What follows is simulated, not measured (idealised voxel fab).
Documented hereafter: the process module known as voxel gate over fins.
Square cells of 5 nm make up the cross-section cut, whose width is 210 nm.
Each cross-section below is a grid of square cells, stated as bands in top-down order, with one or more rows of cells making up each band.
First you get the band's top height and its bottom height, in nm, and then the materials it's made of, left to right, with each width in nm. If you see a single material with "throughout", that one covers the band edge to edge. "empty" is empty space.
Heights from 0 (as-received wafer is one material below). Bottom band endless downward, as "0 down".
A width such as "30 to 40" changes by the same amount from each row of cells to the next, from the band's top row to its bottom row.
"left unchanged" (step): cross-section cells unchanged, all of them.
The entry titled "Fully sealed voids" provides the empty spaces that have no open way to the top, restricted to those of 8 cells or more. Each is presented as width x height at distance, the distance being measured from the left edge, with all three in nm.
On a step's line, text after the settings is the simulator commenting on that step.
What "overlay nm" on a step's line means: if the step has a mask, that mask lay this far to the right of its planned place, or, when the value is negative, to the left.

# Steps planned for the process
1. RECEIVE with material Si
2. CONFORMAL_DEP with material SiN, thk nm 5
3. DIRECTIONAL_DEP with material aC, thk nm 10
4. PATTERN with tone cover, mask id FINS, material resist, width nm 15, pitch nm 45, thk nm 30, overlay nm 0
5. DIRECTIONAL_ETCH with etch materials aC, depth nm 10
6. STRIP with etch materials resist
7. DIRECTIONAL_ETCH with etch materials SiN, depth nm 5
8. DIRECTIONAL_ETCH with etch materials Si, depth nm 35
9. STRIP with etch materials aC
10. OXIDIZE with depth nm 5
11. FILL_DEP with material SiO2, thk nm 15
12. CMP with height nm 5
13. SELECTIVE_ETCH with etch materials SiO2, depth nm 20
14. STRIP with etch materials SiN
15. CONFORMAL_DEP with material HfO2, thk nm 5
16. CONFORMAL_DEP with material TiN, thk nm 5
17. FILL_DEP with material W, thk nm 10
18. CMP with height nm 15
19. CONFORMAL_DEP with material SiN, thk nm 10

# Incoming wafer in cross-section (state: after step 1)
  0 down  Si throughout
  Fully sealed voids: none

# This is how the wafer looks in cross-section once the module is done, given the starting state and plan above and one mistake in carrying the plan out
  25 to 15  SiN throughout
  15 to 10  W throughout
  10 to 5  35 nm W, 25 nm TiN, 20 nm W, 25 nm TiN, 20 nm W, 25 nm TiN, 60 nm W
  5 to 0  35 nm W, 5 nm TiN, 15 nm HfO2, 5 nm TiN, 20 nm W, 5 nm TiN, 15 nm HfO2, 5 nm TiN, 20 nm W, 5 nm TiN, 15 nm HfO2, 5 nm TiN, 60 nm W
  0 to -5  35 nm W, 5 nm TiN, 5 nm HfO2, 5 nm Si, 5 nm HfO2, 5 nm TiN, 20 nm W, 5 nm TiN, 5 nm HfO2, 5 nm Si, 5 nm HfO2, 5 nm TiN, 20 nm W, 5 nm TiN, 5 nm HfO2, 5 nm Si, 5 nm HfO2, 5 nm TiN, 60 nm W
  -5 to -10  40 nm TiN, 5 nm HfO2, 5 nm Si, 5 nm HfO2, 30 nm TiN, 5 nm HfO2, 5 nm Si, 5 nm HfO2, 30 nm TiN, 5 nm HfO2, 5 nm Si, 5 nm HfO2, 65 nm TiN
  -10 to -15  45 nm HfO2, 5 nm Si, 40 nm HfO2, 5 nm Si, 40 nm HfO2, 5 nm Si, 70 nm HfO2
  -15 to -40  45 nm SiO2, 5 nm Si, 40 nm SiO2, 5 nm Si, 40 nm SiO2, 5 nm Si, 70 nm SiO2
  -40 down  Si throughout
  Fully sealed voids: none
Where did the run depart from the plan? step 4 was processed under conditions differing from the plan, specifically as PATTERN with tone cover, mask id FINS, material resist, width nm 15, pitch nm 45, thk nm 30, overlay nm -10
